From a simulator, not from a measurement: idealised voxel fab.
process module | voxel gate over fins
cross-section cut | 235 nm wide | cells 5 nm
A cross-section is a grid of square cells, given in bands from the top down. A band is one or more rows of cells.
Each band's line starts with the height of the band's top and of its bottom, in nm. Then come its materials from left to right, each with its width in nm. One material with "throughout" fills the band from edge to edge. "air" is empty space.
Height 0 is the level under which the wafer as received is all one material. The lowest band goes on downwards, as in "0 down".
A width such as "30 to 40" changes by the same amount from each row of cells to the next, from the band's top row to its bottom row.
"no change" after a step means that no cell of the cross-section changed.
closed voids: empty space of 8 cells or more with no open way to the top, each as width x height at its distance from the left edge, in nm
after a step's settings: what the simulator itself notes on the step
overlay nm, on a step with a mask: how far to the right of its planned place the mask lay; to the left if negative
Each pair below shows a cross-section before one step and the cross-section after it, down to the lowest band that changed. The line under each pair gives the step between them, with its settings. The pairs can come from different runs of this module on the same starting wafer, so a pair continues from the pair above only where its "before" says so.
before
  0 down: Si throughout
  closed voids: none
after
  5 to 0: SiN throughout
  below 0: unchanged
  closed voids: none
the step between: op CONFORMAL_DEP | material SiN | thk nm 5
before: the cross-section after the pair above
after
  5 to 0: air 55 | SiN 15 | air 40 | SiN 15 | air 40 | SiN 15 | air 55
  below 0: unchanged
  closed voids: none
the step between: op MASKED_ETCH | tone cover | mask id FINS | width nm 15 | pitch nm 55 | etch materials SiN | depth nm 5 | overlay nm 0
before: the cross-section after the pair above
after
  5 to 0: air 55 | SiN 15 | air 40 | SiN 15 | air 40 | SiN 15 | air 55
  0 to -40: air 55 | Si 15 | air 40 | Si 15 | air 40 | Si 15 | air 55
  below -40: unchanged
  closed voids: none
the step between: op MASKED_ETCH | tone cover | mask id FINS | width nm 15 | pitch nm 55 | etch materials Si | depth nm 40 | overlay nm 0
before: the cross-section after the pair above
after
  5 to 0: air 55 | SiN 15 | air 40 | SiN 15 | air 40 | SiN 15 | air 55
  0 to -40: air 55 | SiO2 5 | Si 5 | SiO2 5 | air 40 | SiO2 5 | Si 5 | SiO2 5 | air 40 | SiO2 5 | Si 5 | SiO2 5 | air 55
  -40 to -45: SiO2 60 | Si 5 | SiO2 50 | Si 5 | SiO2 50 | Si 5 | SiO2 60
  below -45: unchanged
  closed voids: none
the step between: op OXIDIZE | depth nm 5
before: the cross-section after the pair above
after
  10 to 5: SiO2 throughout
  5 to 0: SiO2 55 | SiN 15 | SiO2 40 | SiN 15 | SiO2 40 | SiN 15 | SiO2 55
  0 to -45: SiO2 60 | Si 5 | SiO2 50 | Si 5 | SiO2 50 | Si 5 | SiO2 60
  below -45: unchanged
  closed voids: none
the step between: op FILL_DEP | material SiO2 | thk nm 5
before: the cross-section after the pair above
after
  5 to 0: SiO2 55 | SiN 15 | SiO2 40 | SiN 15 | SiO2 40 | SiN 15 | SiO2 55
  below 0: unchanged
  closed voids: none
the step between: op CMP | height nm 5
before: the cross-section after the pair above
after
  5 to 0: SiO2 55 | SiN 15 | SiO2 10 | air 15 | SiO2 15 | SiN 15 | SiO2 40 | SiN 15 | SiO2 55
  0 to -35: SiO2 60 | Si 5 | SiO2 15 | air 15 | SiO2 20 | Si 5 | SiO2 50 | Si 5 | SiO2 60
  below -35: unchanged
  closed voids: none
the step between: op MASKED_ETCH | tone open | mask id RAIL | width nm 15 | etch materials SiO2 | depth nm 40 | overlay nm 0
before: the cross-section after the pair above
after
  10 to 5: TiN 85 | air 5 | TiN 145
  5 to 0: SiO2 55 | SiN 15 | SiO2 10 | TiN 5 | air 5 | TiN 5 | SiO2 15 | SiN 15 | SiO2 40 | SiN 15 | SiO2 55
  0 to -30: SiO2 60 | Si 5 | SiO2 15 | TiN 5 | air 5 | TiN 5 | SiO2 20 | Si 5 | SiO2 50 | Si 5 | SiO2 60
  -30 to -35: SiO2 60 | Si 5 | SiO2 15 | TiN 15 | SiO2 20 | Si 5 | SiO2 50 | Si 5 | SiO2 60
  below -35: unchanged
  closed voids: none
the step between: op CONFORMAL_DEP | material TiN | thk nm 5
before: the cross-section after the pair above
after
  15 to 10: W throughout
  10 to 5: TiN 85 | W 5 | TiN 145
  5 to 0: SiO2 55 | SiN 15 | SiO2 10 | TiN 5 | W 5 | TiN 5 | SiO2 15 | SiN 15 | SiO2 40 | SiN 15 | SiO2 55
  0 to -30: SiO2 60 | Si 5 | SiO2 15 | TiN 5 | W 5 | TiN 5 | SiO2 20 | Si 5 | SiO2 50 | Si 5 | SiO2 60
  below -30: unchanged
  closed voids: none
the step between: op FILL_DEP | material W | thk nm 5
before: the cross-section after the pair above
after
  5 to 0: SiO2 55 | SiN 15 | SiO2 10 | TiN 5 | W 5 | TiN 5 | SiO2 15 | SiN 15 | SiO2 40 | SiN 15 | SiO2 55
  below 0: unchanged
  closed voids: none
the step between: op CMP | height nm 5
before: the cross-section after the pair above
after
  5 to 0: SiO2 55 | SiN 15 | SiO2 10 | air 15 | SiO2 15 | SiN 15 | SiO2 40 | SiN 15 | SiO2 55
  0 to -20: SiO2 60 | Si 5 | SiO2 15 | air 15 | SiO2 20 | Si 5 | SiO2 50 | Si 5 | SiO2 60
  below -20: unchanged
  closed voids: none
the step between: op SELECTIVE_ETCH | etch materials W Ru TiN | depth nm 25
before: the cross-section after the pair above
after
  10 to 5: SiO2 throughout
  5 to 0: SiO2 55 | SiN 15 | SiO2 40 | SiN 15 | SiO2 40 | SiN 15 | SiO2 55
  0 to -20: SiO2 60 | Si 5 | SiO2 50 | Si 5 | SiO2 50 | Si 5 | SiO2 60
  below -20: unchanged
  closed voids: none
the step between: op FILL_DEP | material SiO2 | thk nm 5
before: the cross-section after the pair above
after
  5 to 0: SiO2 55 | SiN 15 | SiO2 40 | SiN 15 | SiO2 40 | SiN 15 | SiO2 55
  below 0: unchanged
  closed voids: none
the step between: op CMP | height nm 5
before: the cross-section after the pair above
after
  5 to 0: air 55 | SiN 15 | air 40 | SiN 15 | air 40 | SiN 15 | air 55
  0 to -10: air 60 | Si 5 | air 50 | Si 5 | air 50 | Si 5 | air 60
  below -10: unchanged
  closed voids: none
the step between: op SELECTIVE_ETCH | etch materials SiO2 | depth nm 15
before: the cross-section after the pair above
after
  0 to -10: air 60 | Si 5 | air 50 | Si 5 | air 50 | Si 5 | air 60
  below -10: unchanged
  closed voids: none
the step between: op STRIP | etch materials SiN
before: the cross-section after the pair above
after
  5 to 0: air 55 | HfO2 15 | air 40 | HfO2 15 | air 40 | HfO2 15 | air 55
  0 to -5: air 55 | HfO2 5 | Si 5 | HfO2 5 | air 40 | HfO2 5 | Si 5 | HfO2 5 | air 40 | HfO2 5 | Si 5 | HfO2 5 | air 55
  -5 to -10: HfO2 60 | Si 5 | HfO2 50 | Si 5 | HfO2 50 | Si 5 | HfO2 60
  below -10: unchanged
  closed voids: none
the step between: op CONFORMAL_DEP | material HfO2 | thk nm 5
before: the cross-section after the pair above
after
  10 to 5: air 50 | TiN 25 | air 30 | TiN 25 | air 30 | TiN 25 | air 50
  5 to 0: air 50 | TiN 5 | HfO2 15 | TiN 5 | air 30 | TiN 5 | HfO2 15 | TiN 5 | air 30 | TiN 5 | HfO2 15 | TiN 5 | air 50
  0 to -5: TiN 55 | HfO2 5 | Si 5 | HfO2 5 | TiN 40 | HfO2 5 | Si 5 | HfO2 5 | TiN 40 | HfO2 5 | Si 5 | HfO2 5 | TiN 55
  below -5: unchanged
  closed voids: none
the step between: op CONFORMAL_DEP | material TiN | thk nm 5
before: the cross-section after the pair above
after
  15 to 10: air 45 | TiAl 35 | air 20 | TiAl 35 | air 20 | TiAl 35 | air 45
  10 to 5: air 45 | TiAl 5 | TiN 25 | TiAl 5 | air 20 | TiAl 5 | TiN 25 | TiAl 5 | air 20 | TiAl 5 | TiN 25 | TiAl 5 | air 45
  5 to 0: TiAl 50 | TiN 5 | HfO2 15 | TiN 5 | TiAl 30 | TiN 5 | HfO2 15 | TiN 5 | TiAl 30 | TiN 5 | HfO2 15 | TiN 5 | TiAl 50
  below 0: unchanged
  closed voids: none
the step between: op CONFORMAL_DEP | material TiAl | thk nm 5
before: the cross-section after the pair above
after
  20 to 15: air 40 | TiN 45 | air 10 | TiN 45 | air 10 | TiN 45 | air 40
  15 to 10: air 40 | TiN 5 | TiAl 35 | TiN 5 | air 10 | TiN 5 | TiAl 35 | TiN 5 | air 10 | TiN 5 | TiAl 35 | TiN 5 | air 40
  10 to 5: TiN 45 | TiAl 5 | TiN 25 | TiAl 5 | TiN 20 | TiAl 5 | TiN 25 | TiAl 5 | TiN 20 | TiAl 5 | TiN 25 | TiAl 5 | TiN 45
  below 5: unchanged
  closed voids: none
the step between: op CONFORMAL_DEP | material TiN | thk nm 5
before: the cross-section after the pair above
after
  30 to 20: W throughout
  20 to 15: W 40 | TiN 45 | W 10 | TiN 45 | W 10 | TiN 45 | W 40
  15 to 10: W 40 | TiN 5 | TiAl 35 | TiN 5 | W 10 | TiN 5 | TiAl 35 | TiN 5 | W 10 | TiN 5 | TiAl 35 | TiN 5 | W 40
  below 10: unchanged
  closed voids: none
the step between: op FILL_DEP | material W | thk nm 10
before: the cross-section after the pair above
after
  25 to 20: W throughout
  below 20: unchanged
  closed voids: none
the step between: op CMP | height nm 25
before: the cross-section after the pair above
after
  35 to 25: SiN throughout
  below 25: unchanged
  closed voids: none
the step between: op CONFORMAL_DEP | material SiN | thk nm 10
before
  0 to -10: air 60 | Si 5 | air 50 | Si 5 | air 50 | Si 5 | air 60
  -10 to -20: SiO2 60 | Si 5 | SiO2 50 | Si 5 | SiO2 50 | Si 5 | SiO2 60
  -20 to -30: SiO2 60 | Si 5 | SiO2 15 | TiN 5 | W 5 | TiN 5 | SiO2 20 | Si 5 | SiO2 50 | Si 5 | SiO2 60
  -30 to -35: SiO2 60 | Si 5 | SiO2 15 | TiN 15 | SiO2 20 | Si 5 | SiO2 50 | Si 5 | SiO2 60
  -35 to -45: SiO2 60 | Si 5 | SiO2 50 | Si 5 | SiO2 50 | Si 5 | SiO2 60
  -45 down: Si throughout
  closed voids: none
after
  5 to 0: air 55 | TiN 15 | air 40 | TiN 15 | air 40 | TiN 15 | air 55
  0 to -5: air 55 | TiN 5 | Si 5 | TiN 5 | air 40 | TiN 5 | Si 5 | TiN 5 | air 40 | TiN 5 | Si 5 | TiN 5 | air 55
  -5 to -10: TiN 60 | Si 5 | TiN 50 | Si 5 | TiN 50 | Si 5 | TiN 60
  below -10: unchanged
  closed voids: none
the step between: op CONFORMAL_DEP | material TiN | thk nm 5
before: the cross-section after the pair above
after
  10 to 5: air 50 | TiAl 25 | air 30 | TiAl 25 | air 30 | TiAl 25 | air 50
  5 to 0: air 50 | TiAl 5 | TiN 15 | TiAl 5 | air 30 | TiAl 5 | TiN 15 | TiAl 5 | air 30 | TiAl 5 | TiN 15 | TiAl 5 | air 50
  0 to -5: TiAl 55 | TiN 5 | Si 5 | TiN 5 | TiAl 40 | TiN 5 | Si 5 | TiN 5 | TiAl 40 | TiN 5 | Si 5 | TiN 5 | TiAl 55
  below -5: unchanged
  closed voids: none
the step between: op CONFORMAL_DEP | material TiAl | thk nm 5
before: the cross-section after the pair above
after
  15 to 10: air 45 | TiN 35 | air 20 | TiN 35 | air 20 | TiN 35 | air 45
  10 to 5: air 45 | TiN 5 | TiAl 25 | TiN 5 | air 20 | TiN 5 | TiAl 25 | TiN 5 | air 20 | TiN 5 | TiAl 25 | TiN 5 | air 45
  5 to 0: TiN 50 | TiAl 5 | TiN 15 | TiAl 5 | TiN 30 | TiAl 5 | TiN 15 | TiAl 5 | TiN 30 | TiAl 5 | TiN 15 | TiAl 5 | TiN 50
  below 0: unchanged
  closed voids: none
the step between: op CONFORMAL_DEP | material TiN | thk nm 5
before: the cross-section after the pair above
after
  25 to 15: W throughout
  15 to 10: W 45 | TiN 35 | W 20 | TiN 35 | W 20 | TiN 35 | W 45
  10 to 5: W 45 | TiN 5 | TiAl 25 | TiN 5 | W 20 | TiN 5 | TiAl 25 | TiN 5 | W 20 | TiN 5 | TiAl 25 | TiN 5 | W 45
  below 5: unchanged
  closed voids: none
the step between: op FILL_DEP | material W | thk nm 10
before: the cross-section after the pair above
after
  35 to 25: SiN throughout
  below 25: unchanged
  closed voids: none
the step between: op CONFORMAL_DEP | material SiN | thk nm 10
before
  5 to 0: air 55 | SiN 15 | air 40 | SiN 15 | air 40 | SiN 15 | air 55
  0 to -40: air 55 | Si 15 | air 40 | Si 15 | air 40 | Si 15 | air 55
  -40 down: Si throughout
  closed voids: none
after
  5 to 0: air 55 | SiN 15 | air 40 | SiN 15 | air 40 | SiN 15 | air 55
  0 to -80: air 55 | Si 15 | air 40 | Si 15 | air 40 | Si 15 | air 55
  below -80: unchanged
  closed voids: none
the step between: op MASKED_ETCH | tone cover | mask id FINS | width nm 15 | pitch nm 55 | etch materials Si | depth nm 40 | overlay nm 0
before: the cross-section after the pair above
after
  5 to 0: air 55 | SiN 15 | air 40 | SiN 15 | air 40 | SiN 15 | air 55
  0 to -80: air 55 | SiO2 5 | Si 5 | SiO2 5 | air 40 | SiO2 5 | Si 5 | SiO2 5 | air 40 | SiO2 5 | Si 5 | SiO2 5 | air 55
  -80 to -85: SiO2 60 | Si 5 | SiO2 50 | Si 5 | SiO2 50 | Si 5 | SiO2 60
  below -85: unchanged
  closed voids: none
the step between: op OXIDIZE | depth nm 5
before: the cross-section after the pair above
after
  10 to 5: SiO2 throughout
  5 to 0: SiO2 55 | SiN 15 | SiO2 40 | SiN 15 | SiO2 40 | SiN 15 | SiO2 55
  0 to -85: SiO2 60 | Si 5 | SiO2 50 | Si 5 | SiO2 50 | Si 5 | SiO2 60
  below -85: unchanged
  closed voids: none
the step between: op FILL_DEP | material SiO2 | thk nm 5
before: the cross-section after the pair above
after
  5 to 0: SiO2 55 | SiN 15 | SiO2 40 | SiN 15 | SiO2 40 | SiN 15 | SiO2 55
  below 0: unchanged
  closed voids: none
the step between: op CMP | height nm 5
before: the cross-section after the pair above
after
  5 to 0: SiO2 55 | SiN 15 | SiO2 10 | air 15 | SiO2 15 | SiN 15 | SiO2 40 | SiN 15 | SiO2 55
  0 to -35: SiO2 60 | Si 5 | SiO2 15 | air 15 | SiO2 20 | Si 5 | SiO2 50 | Si 5 | SiO2 60
  below -35: unchanged
  closed voids: none
the step between: op MASKED_ETCH | tone open | mask id RAIL | width nm 15 | etch materials SiO2 | depth nm 40 | overlay nm 0
before: the cross-section after the pair above
after
  10 to 5: TiN 85 | air 5 | TiN 145
  5 to 0: SiO2 55 | SiN 15 | SiO2 10 | TiN 5 | air 5 | TiN 5 | SiO2 15 | SiN 15 | SiO2 40 | SiN 15 | SiO2 55
  0 to -30: SiO2 60 | Si 5 | SiO2 15 | TiN 5 | air 5 | TiN 5 | SiO2 20 | Si 5 | SiO2 50 | Si 5 | SiO2 60
  -30 to -35: SiO2 60 | Si 5 | SiO2 15 | TiN 15 | SiO2 20 | Si 5 | SiO2 50 | Si 5 | SiO2 60
  below -35: unchanged
  closed voids: none
the step between: op CONFORMAL_DEP | material TiN | thk nm 5
before: the cross-section after the pair above
after
  15 to 10: W throughout
  10 to 5: TiN 85 | W 5 | TiN 145
  5 to 0: SiO2 55 | SiN 15 | SiO2 10 | TiN 5 | W 5 | TiN 5 | SiO2 15 | SiN 15 | SiO2 40 | SiN 15 | SiO2 55
  0 to -30: SiO2 60 | Si 5 | SiO2 15 | TiN 5 | W 5 | TiN 5 | SiO2 20 | Si 5 | SiO2 50 | Si 5 | SiO2 60
  below -30: unchanged
  closed voids: none
the step between: op FILL_DEP | material W | thk nm 5
before: the cross-section after the pair above
after
  5 to 0: SiO2 55 | SiN 15 | SiO2 10 | TiN 5 | W 5 | TiN 5 | SiO2 15 | SiN 15 | SiO2 40 | SiN 15 | SiO2 55
  below 0: unchanged
  closed voids: none
the step between: op CMP | height nm 5
before: the cross-section after the pair above
after
  5 to 0: SiO2 55 | SiN 15 | SiO2 10 | air 15 | SiO2 15 | SiN 15 | SiO2 40 | SiN 15 | SiO2 55
  0 to -20: SiO2 60 | Si 5 | SiO2 15 | air 15 | SiO2 20 | Si 5 | SiO2 50 | Si 5 | SiO2 60
  below -20: unchanged
  closed voids: none
the step between: op SELECTIVE_ETCH | etch materials W Ru TiN | depth nm 25
before: the cross-section after the pair above
after
  10 to 5: SiO2 throughout
  5 to 0: SiO2 55 | SiN 15 | SiO2 40 | SiN 15 | SiO2 40 | SiN 15 | SiO2 55
  0 to -20: SiO2 60 | Si 5 | SiO2 50 | Si 5 | SiO2 50 | Si 5 | SiO2 60
  below -20: unchanged
  closed voids: none
the step between: op FILL_DEP | material SiO2 | thk nm 5
before: the cross-section after the pair above
after
  5 to 0: SiO2 55 | SiN 15 | SiO2 40 | SiN 15 | SiO2 40 | SiN 15 | SiO2 55
  below 0: unchanged
  closed voids: none
the step between: op CMP | height nm 5
before: the cross-section after the pair above
after
  5 to 0: air 55 | SiN 15 | air 40 | SiN 15 | air 40 | SiN 15 | air 55
  0 to -10: air 60 | Si 5 | air 50 | Si 5 | air 50 | Si 5 | air 60
  below -10: unchanged
  closed voids: none
the step between: op SELECTIVE_ETCH | etch materials SiO2 | depth nm 15
before: the cross-section after the pair above
after
  0 to -10: air 60 | Si 5 | air 50 | Si 5 | air 50 | Si 5 | air 60
  below -10: unchanged
  closed voids: none
the step between: op STRIP | etch materials SiN
before: the cross-section after the pair above
after
  5 to 0: air 55 | HfO2 15 | air 40 | HfO2 15 | air 40 | HfO2 15 | air 55
  0 to -5: air 55 | HfO2 5 | Si 5 | HfO2 5 | air 40 | HfO2 5 | Si 5 | HfO2 5 | air 40 | HfO2 5 | Si 5 | HfO2 5 | air 55
  -5 to -10: HfO2 60 | Si 5 | HfO2 50 | Si 5 | HfO2 50 | Si 5 | HfO2 60
  below -10: unchanged
  closed voids: none
the step between: op CONFORMAL_DEP | material HfO2 | thk nm 5
before: the cross-section after the pair above
after
  10 to 5: air 50 | TiN 25 | air 30 | TiN 25 | air 30 | TiN 25 | air 50
  5 to 0: air 50 | TiN 5 | HfO2 15 | TiN 5 | air 30 | TiN 5 | HfO2 15 | TiN 5 | air 30 | TiN 5 | HfO2 15 | TiN 5 | air 50
  0 to -5: TiN 55 | HfO2 5 | Si 5 | HfO2 5 | TiN 40 | HfO2 5 | Si 5 | HfO2 5 | TiN 40 | HfO2 5 | Si 5 | HfO2 5 | TiN 55
  below -5: unchanged
  closed voids: none
the step between: op CONFORMAL_DEP | material TiN | thk nm 5
before: the cross-section after the pair above
after
  15 to 10: air 45 | TiAl 35 | air 20 | TiAl 35 | air 20 | TiAl 35 | air 45
  10 to 5: air 45 | TiAl 5 | TiN 25 | TiAl 5 | air 20 | TiAl 5 | TiN 25 | TiAl 5 | air 20 | TiAl 5 | TiN 25 | TiAl 5 | air 45
  5 to 0: TiAl 50 | TiN 5 | HfO2 15 | TiN 5 | TiAl 30 | TiN 5 | HfO2 15 | TiN 5 | TiAl 30 | TiN 5 | HfO2 15 | TiN 5 | TiAl 50
  below 0: unchanged
  closed voids: none
the step between: op CONFORMAL_DEP | material TiAl | thk nm 5
before: the cross-section after the pair above
after
  20 to 15: air 40 | TiN 45 | air 10 | TiN 45 | air 10 | TiN 45 | air 40
  15 to 10: air 40 | TiN 5 | TiAl 35 | TiN 5 | air 10 | TiN 5 | TiAl 35 | TiN 5 | air 10 | TiN 5 | TiAl 35 | TiN 5 | air 40
  10 to 5: TiN 45 | TiAl 5 | TiN 25 | TiAl 5 | TiN 20 | TiAl 5 | TiN 25 | TiAl 5 | TiN 20 | TiAl 5 | TiN 25 | TiAl 5 | TiN 45
  below 5: unchanged
  closed voids: none
the step between: op CONFORMAL_DEP | material TiN | thk nm 5
before: the cross-section after the pair above
after
  30 to 20: W throughout
  20 to 15: W 40 | TiN 45 | W 10 | TiN 45 | W 10 | TiN 45 | W 40
  15 to 10: W 40 | TiN 5 | TiAl 35 | TiN 5 | W 10 | TiN 5 | TiAl 35 | TiN 5 | W 10 | TiN 5 | TiAl 35 | TiN 5 | W 40
  below 10: unchanged
  closed voids: none
the step between: op FILL_DEP | material W | thk nm 10
before: the cross-section after the pair above
after
  25 to 20: W throughout
  below 20: unchanged
  closed voids: none
the step between: op CMP | height nm 25
before: the cross-section after the pair above
after
  35 to 25: SiN throughout
  below 25: unchanged
  closed voids: none
the step between: op CONFORMAL_DEP | material SiN | thk nm 10
before
  5 to 0: air 55 | TiN 15 | air 40 | TiN 15 | air 40 | TiN 15 | air 55
  0 to -5: air 55 | TiN 5 | Si 5 | TiN 5 | air 40 | TiN 5 | Si 5 | TiN 5 | air 40 | TiN 5 | Si 5 | TiN 5 | air 55
  -5 to -10: TiN 60 | Si 5 | TiN 50 | Si 5 | TiN 50 | Si 5 | TiN 60
  -10 to -20: SiO2 60 | Si 5 | SiO2 50 | Si 5 | SiO2 50 | Si 5 | SiO2 60
  -20 to -30: SiO2 60 | Si 5 | SiO2 15 | TiN 5 | W 5 | TiN 5 | SiO2 20 | Si 5 | SiO2 50 | Si 5 | SiO2 60
  -30 to -35: SiO2 60 | Si 5 | SiO2 15 | TiN 15 | SiO2 20 | Si 5 | SiO2 50 | Si 5 | SiO2 60
  -35 to -45: SiO2 60 | Si 5 | SiO2 50 | Si 5 | SiO2 50 | Si 5 | SiO2 60
  -45 down: Si throughout
  closed voids: none
after
  10 to 5: air 50 | HfO2 25 | air 30 | HfO2 25 | air 30 | HfO2 25 | air 50
  5 to 0: air 50 | HfO2 5 | TiN 15 | HfO2 5 | air 30 | HfO2 5 | TiN 15 | HfO2 5 | air 30 | HfO2 5 | TiN 15 | HfO2 5 | air 50
  0 to -5: HfO2 55 | TiN 5 | Si 5 | TiN 5 | HfO2 40 | TiN 5 | Si 5 | TiN 5 | HfO2 40 | TiN 5 | Si 5 | TiN 5 | HfO2 55
  below -5: unchanged
  closed voids: none
the step between: op CONFORMAL_DEP | material HfO2 | thk nm 5
before: the cross-section after the pair above
after
  15 to 10: air 45 | TiAl 35 | air 20 | TiAl 35 | air 20 | TiAl 35 | air 45
  10 to 5: air 45 | TiAl 5 | HfO2 25 | TiAl 5 | air 20 | TiAl 5 | HfO2 25 | TiAl 5 | air 20 | TiAl 5 | HfO2 25 | TiAl 5 | air 45
  5 to 0: TiAl 50 | HfO2 5 | TiN 15 | HfO2 5 | TiAl 30 | HfO2 5 | TiN 15 | HfO2 5 | TiAl 30 | HfO2 5 | TiN 15 | HfO2 5 | TiAl 50
  below 0: unchanged
  closed voids: none
the step between: op CONFORMAL_DEP | material TiAl | thk nm 5
before: the cross-section after the pair above
after
  20 to 15: air 40 | TiN 45 | air 10 | TiN 45 | air 10 | TiN 45 | air 40
  15 to 10: air 40 | TiN 5 | TiAl 35 | TiN 5 | air 10 | TiN 5 | TiAl 35 | TiN 5 | air 10 | TiN 5 | TiAl 35 | TiN 5 | air 40
  10 to 5: TiN 45 | TiAl 5 | HfO2 25 | TiAl 5 | TiN 20 | TiAl 5 | HfO2 25 | TiAl 5 | TiN 20 | TiAl 5 | HfO2 25 | TiAl 5 | TiN 45
  below 5: unchanged
  closed voids: none
the step between: op CONFORMAL_DEP | material TiN | thk nm 5
before: the cross-section after the pair above
after
  30 to 20: W throughout
  20 to 15: W 40 | TiN 45 | W 10 | TiN 45 | W 10 | TiN 45 | W 40
  15 to 10: W 40 | TiN 5 | TiAl 35 | TiN 5 | W 10 | TiN 5 | TiAl 35 | TiN 5 | W 10 | TiN 5 | TiAl 35 | TiN 5 | W 40
  below 10: unchanged
  closed voids: none
the step between: op FILL_DEP | material W | thk nm 10
before: the cross-section after the pair above
after
  25 to 20: W throughout
  below 20: unchanged
  closed voids: none
the step between: op CMP | height nm 25
before: the cross-section after the pair above
after
  35 to 25: SiN throughout
  below 25: unchanged
  closed voids: none
the step between: op CONFORMAL_DEP | material SiN | thk nm 10
before
  15 to 10: air 45 | TiAl 35 | air 20 | TiAl 35 | air 20 | TiAl 35 | air 45
  10 to 5: air 45 | TiAl 5 | TiN 25 | TiAl 5 | air 20 | TiAl 5 | TiN 25 | TiAl 5 | air 20 | TiAl 5 | TiN 25 | TiAl 5 | air 45
  5 to 0: TiAl 50 | TiN 5 | HfO2 15 | TiN 5 | TiAl 30 | TiN 5 | HfO2 15 | TiN 5 | TiAl 30 | TiN 5 | HfO2 15 | TiN 5 | TiAl 50
  0 to -5: TiN 55 | HfO2 5 | Si 5 | HfO2 5 | TiN 40 | HfO2 5 | Si 5 | HfO2 5 | TiN 40 | HfO2 5 | Si 5 | HfO2 5 | TiN 55
  -5 to -10: HfO2 60 | Si 5 | HfO2 50 | Si 5 | HfO2 50 | Si 5 | HfO2 60
  -10 to -20: SiO2 60 | Si 5 | SiO2 50 | Si 5 | SiO2 50 | Si 5 | SiO2 60
  -20 to -30: SiO2 60 | Si 5 | SiO2 15 | TiN 5 | W 5 | TiN 5 | SiO2 20 | Si 5 | SiO2 50 | Si 5 | SiO2 60
  -30 to -35: SiO2 60 | Si 5 | SiO2 15 | TiN 15 | SiO2 20 | Si 5 | SiO2 50 | Si 5 | SiO2 60
  -35 to -45: SiO2 60 | Si 5 | SiO2 50 | Si 5 | SiO2 50 | Si 5 | SiO2 60
  -45 down: Si throughout
  closed voids: none
after
  30 to 20: air 30 | TiN 175 | air 30
  20 to 15: TiN throughout
  15 to 10: TiN 45 | TiAl 35 | TiN 20 | TiAl 35 | TiN 20 | TiAl 35 | TiN 45
  10 to 5: TiN 45 | TiAl 5 | TiN 25 | TiAl 5 | TiN 20 | TiAl 5 | TiN 25 | TiAl 5 | TiN 20 | TiAl 5 | TiN 25 | TiAl 5 | TiN 45
  below 5: unchanged
  closed voids: none
the step between: op CONFORMAL_DEP | material TiN | thk nm 15
before: the cross-section after the pair above
after
  40 to 30: W throughout
  30 to 20: W 30 | TiN 175 | W 30
  below 20: unchanged
  closed voids: none
the step between: op FILL_DEP | material W | thk nm 10
before: the cross-section after the pair above
after
  25 to 20: W 30 | TiN 175 | W 30
  below 20: unchanged
  closed voids: none
the step between: op CMP | height nm 25
before: the cross-section after the pair above
after
  35 to 25: SiN throughout
  below 25: unchanged
  closed voids: none
the step between: op CONFORMAL_DEP | material SiN | thk nm 10
before
  5 to 0: air 55 | SiN 15 | air 40 | SiN 15 | air 40 | SiN 15 | air 55
  0 down: Si throughout
  closed voids: none
after
  5 to 0: air 55 | SiN 15 | air 40 | SiN 15 | air 40 | SiN 15 | air 55
  0 to -40: air 50 | Si 25 | air 30 | Si 25 | air 30 | Si 25 | air 50
  below -40: unchanged
  closed voids: none
the step between: op MASKED_ETCH | tone cover | mask id FINS | width nm 25 | pitch nm 55 | etch materials Si | depth nm 40 | overlay nm 0
before: the cross-section after the pair above
after
  5 to 0: air 55 | SiN 15 | air 40 | SiN 15 | air 40 | SiN 15 | air 55
  0 to -5: air 50 | SiO2 10 | Si 5 | SiO2 10 | air 30 | SiO2 10 | Si 5 | SiO2 10 | air 30 | SiO2 10 | Si 5 | SiO2 10 | air 50
  -5 to -40: air 50 | SiO2 5 | Si 15 | SiO2 5 | air 30 | SiO2 5 | Si 15 | SiO2 5 | air 30 | SiO2 5 | Si 15 | SiO2 5 | air 50
  -40 to -45: SiO2 55 | Si 15 | SiO2 40 | Si 15 | SiO2 40 | Si 15 | SiO2 55
  below -45: unchanged
  closed voids: none
the step between: op OXIDIZE | depth nm 5
before: the cross-section after the pair above
after
  10 to 5: SiO2 throughout
  5 to 0: SiO2 55 | SiN 15 | SiO2 40 | SiN 15 | SiO2 40 | SiN 15 | SiO2 55
  0 to -5: SiO2 60 | Si 5 | SiO2 50 | Si 5 | SiO2 50 | Si 5 | SiO2 60
  -5 to -45: SiO2 55 | Si 15 | SiO2 40 | Si 15 | SiO2 40 | Si 15 | SiO2 55
  below -45: unchanged
  closed voids: none
the step between: op FILL_DEP | material SiO2 | thk nm 5
before: the cross-section after the pair above
after
  5 to 0: SiO2 55 | SiN 15 | SiO2 40 | SiN 15 | SiO2 40 | SiN 15 | SiO2 55
  below 0: unchanged
  closed voids: none
the step between: op CMP | height nm 5
before: the cross-section after the pair above
after
  5 to 0: SiO2 55 | SiN 15 | SiO2 10 | air 15 | SiO2 15 | SiN 15 | SiO2 40 | SiN 15 | SiO2 55
  0 to -5: SiO2 60 | Si 5 | SiO2 15 | air 15 | SiO2 20 | Si 5 | SiO2 50 | Si 5 | SiO2 60
  -5 to -35: SiO2 55 | Si 15 | SiO2 10 | air 15 | SiO2 15 | Si 15 | SiO2 40 | Si 15 | SiO2 55
  below -35: unchanged
  closed voids: none
the step between: op MASKED_ETCH | tone open | mask id RAIL | width nm 15 | etch materials SiO2 | depth nm 40 | overlay nm 0
before: the cross-section after the pair above
after
  10 to 5: TiN 85 | air 5 | TiN 145
  5 to 0: SiO2 55 | SiN 15 | SiO2 10 | TiN 5 | air 5 | TiN 5 | SiO2 15 | SiN 15 | SiO2 40 | SiN 15 | SiO2 55
  0 to -5: SiO2 60 | Si 5 | SiO2 15 | TiN 5 | air 5 | TiN 5 | SiO2 20 | Si 5 | SiO2 50 | Si 5 | SiO2 60
  -5 to -30: SiO2 55 | Si 15 | SiO2 10 | TiN 5 | air 5 | TiN 5 | SiO2 15 | Si 15 | SiO2 40 | Si 15 | SiO2 55
  -30 to -35: SiO2 55 | Si 15 | SiO2 10 | TiN 15 | SiO2 15 | Si 15 | SiO2 40 | Si 15 | SiO2 55
  below -35: unchanged
  closed voids: none
the step between: op CONFORMAL_DEP | material TiN | thk nm 5
before: the cross-section after the pair above
after
  15 to 10: W throughout
  10 to 5: TiN 85 | W 5 | TiN 145
  5 to 0: SiO2 55 | SiN 15 | SiO2 10 | TiN 5 | W 5 | TiN 5 | SiO2 15 | SiN 15 | SiO2 40 | SiN 15 | SiO2 55
  0 to -5: SiO2 60 | Si 5 | SiO2 15 | TiN 5 | W 5 | TiN 5 | SiO2 20 | Si 5 | SiO2 50 | Si 5 | SiO2 60
  -5 to -30: SiO2 55 | Si 15 | SiO2 10 | TiN 5 | W 5 | TiN 5 | SiO2 15 | Si 15 | SiO2 40 | Si 15 | SiO2 55
  below -30: unchanged
  closed voids: none
the step between: op FILL_DEP | material W | thk nm 5
before: the cross-section after the pair above
after
  5 to 0: SiO2 55 | SiN 15 | SiO2 10 | TiN 5 | W 5 | TiN 5 | SiO2 15 | SiN 15 | SiO2 40 | SiN 15 | SiO2 55
  below 0: unchanged
  closed voids: none
the step between: op CMP | height nm 5
